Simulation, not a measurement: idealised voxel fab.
The process module presented herein is designated voxel local oxidation.
Displayed cross-section: cut, width of 150 nm, square cells sized 5 nm.
This document writes a cross-section as a grid whose cells are square, and gives it as bands, listed from the top down; one or more rows of cells form a band.
What a band's entry tells you: where the top is and where the bottom is, as heights in nm, and after that what lies inside, material by material from left to right, each with its width in nm. Empty space is written as the word "blank", and a single material marked with the word "everywhere" occupies the band from edge to edge.
Below 0: as-received wafer, all one material; heights counted from there. Lowest band: no bottom, goes on down, written "top 0, no bottom".
With a width like "30->40", each row of cells in the band differs from the next by the same amount, the top row carrying the first number and the bottom row the second.
Reading "no modifications" for a step: not a cell of the cross-section changed in it.
You'll see "Catalogued sealed voids" listing empty spaces that have no way open to the top, as long as they're 8 cells or more; the notation is width x height at distance, where the distance is from the left edge, and all of it is in nm.
Whatever follows a step's settings on its line is a remark the simulator itself makes about that step.
For masked steps, "overlay nm" on the step line gives how far right of plan the mask actually lay; a minus sign means it lay to the left.

## Planned step list for the process
- 1: RECEIVE,material Si
- 2: CONFORMAL_DEP,material SiO2,thk nm 5
- 3: CONFORMAL_DEP,material SiN,thk nm 10
- 4: MASKED_ETCH,tone cover,mask id ACTIVE,width nm 90,etch materials SiN,depth nm 10,overlay nm 0
- 5: SELECTIVE_ETCH,etch materials SiO2,depth nm 5
- 6: OXIDIZE,depth nm 15
- 7: STRIP,etch materials SiN

## The cross-section here shows the wafer as received, i.e. in its state after step 1
> top 0, no bottom | Si everywhere
> Catalogued sealed voids: none

## Sectioned view, first of two wafers, at the close of the module, processed as intended in the plan
> top 5, bottom 0 | blank 35 nm / SiO2 80 nm / blank 35 nm
> top 0, bottom -15 | SiO2 50 nm / Si 50 nm / SiO2 50 nm
> top -15, no bottom | Si everywhere
> Catalogued sealed voids: none

## Wafer two cross-section, module end. Start and plan unchanged from wafer one; one mistake made during the run
> top 5, bottom 0 | blank 40 nm / SiO2 75 nm / blank 35 nm
> top 0, bottom -15 | SiO2 55 nm / Si 45 nm / SiO2 50 nm
> top -15, no bottom | Si everywhere
> Catalogued sealed voids: none
What was the processing mistake? step 4 was processed under conditions differing from the plan, specifically as MASKED_ETCH,tone cover,mask id ACTIVE,width nm 85,etch materials SiN,depth nm 10,overlay nm 0
Heads up, by the end the second wafer has more or fewer cells of some materials compared to the first: Si -3 | SiO2 +2
